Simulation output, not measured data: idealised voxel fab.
process module | voxel self aligned vias
cross-section cut | 295 nm wide | cells 5 nm
A cross-section is a grid of square cells, given in bands from the top down. A band is one or more rows of cells.
Each band's line starts with the height of the band's top and of its bottom, in nm. Then come its materials from left to right, each with its width in nm. One material with "throughout" fills the band from edge to edge. "air" is empty space.
Height 0 is the level under which the wafer as received is all one material. The lowest band goes on downwards, as in "0 down".
A width such as "30 to 40" changes by the same amount from each row of cells to the next, from the band's top row to its bottom row.
"no change" after a step means that no cell of the cross-section changed.
closed voids: empty space of 8 cells or more with no open way to the top, each as width x height at its distance from the left edge, in nm
after a step's settings: what the simulator itself notes on the step
overlay nm, on a step with a mask: how far to the right of its planned place the mask lay; to the left if negative
plan
1 op RECEIVE | material Si
2 op CONFORMAL_DEP | material SiO2 | thk nm 15
3 op CONFORMAL_DEP | material SiCN | thk nm 5
4 op DIRECTIONAL_DEP | material SiO2 | thk nm 30
5 op DIRECTIONAL_DEP | material aC | thk nm 15
6 op PATTERN | tone open | mask id LINES | material resist | width nm 20 | pitch nm 70 | thk nm 35 | overlay nm 0
7 op DIRECTIONAL_ETCH | etch materials aC | depth nm 15
8 op STRIP | etch materials resist
9 op DIRECTIONAL_ETCH | etch materials SiO2 | depth nm 30
10 op STRIP | etch materials aC
11 op CONFORMAL_DEP | material TiN | thk nm 5
12 op FILL_DEP | material W | thk nm 10
13 op CMP | height nm 50
14 op SELECTIVE_ETCH | etch materials W Ru TiN | depth nm 10
15 op FILL_DEP | material SiN | thk nm 5
16 op CMP | height nm 50
17 op DIRECTIONAL_DEP | material SiO2 | thk nm 20
18 op MASKED_ETCH | tone open | mask id VIAS | width nm 40 | pitch nm 140 | etch materials SiO2 | depth nm 20 | overlay nm 0
19 op MASKED_ETCH | tone open | mask id VIAS | width nm 40 | pitch nm 140 | etch materials SiN | depth nm 10 | overlay nm 0
20 op CONFORMAL_DEP | material TiN | thk nm 5
21 op FILL_DEP | material Ru | thk nm 10
22 op CMP | height nm 70
23 op CONFORMAL_DEP | material SiN | thk nm 5
as received, after step 1
  0 down: Si throughout
  closed voids: none
first wafer at the end, as planned
  75 to 70: SiN throughout
  70 to 55: SiO2 55 | TiN 5 | Ru 30 | TiN 5 | SiO2 100 | TiN 5 | Ru 30 | TiN 5 | SiO2 60
  55 to 50: SiO2 55 | TiN 15 | Ru 10 | TiN 15 | SiO2 100 | TiN 15 | Ru 10 | TiN 15 | SiO2 60
  50 to 45: SiO2 65 | TiN 5 | Ru 10 | TiN 5 | SiO2 50 | SiN 20 | SiO2 50 | TiN 5 | Ru 10 | TiN 5 | SiO2 70
  45 to 40: SiO2 65 | TiN 20 | SiO2 50 | SiN 20 | SiO2 50 | TiN 20 | SiO2 70
  40 to 25: SiO2 65 | TiN 5 | W 10 | TiN 5 | SiO2 50 | TiN 5 | W 10 | TiN 5 | SiO2 50 | TiN 5 | W 10 | TiN 5 | SiO2 70
  25 to 20: SiO2 65 | TiN 20 | SiO2 50 | TiN 20 | SiO2 50 | TiN 20 | SiO2 70
  20 to 15: SiCN throughout
  15 to 0: SiO2 throughout
  0 down: Si throughout
  closed voids: none
second wafer at the end: like start, like plan, one mistake
  75 to 70: SiN throughout
  70 to 55: SiO2 55 | TiN 5 | Ru 30 | TiN 5 | SiO2 100 | TiN 5 | Ru 30 | TiN 5 | SiO2 60
  55 to 50: SiO2 55 | TiN 40 | SiO2 100 | TiN 40 | SiO2 60
  50 to 40: SiN 55 | TiN 10 | SiO2 20 | TiN 10 | SiN 40 | SiO2 20 | SiN 40 | TiN 10 | SiO2 20 | TiN 10 | SiN 60
  40 to 25: W 60 | TiN 5 | SiO2 20 | TiN 5 | W 40 | TiN 5 | SiO2 20 | TiN 5 | W 40 | TiN 5 | SiO2 20 | TiN 5 | W 65
  25 to 20: TiN 65 | SiO2 20 | TiN 50 | SiO2 20 | TiN 50 | SiO2 20 | TiN 70
  20 to 15: SiCN throughout
  15 to 0: SiO2 throughout
  0 down: Si throughout
  closed voids: none
what went wrong: step 6 ran as: op PATTERN | tone cover | mask id LINES | material resist | width nm 20 | pitch nm 70 | thk nm 35 | overlay nm 0
at the end the second wafer has, in cells: 8 fewer of Ru | 70 more of SiN | 210 fewer of SiO2 | 43 more of TiN | 105 more of W
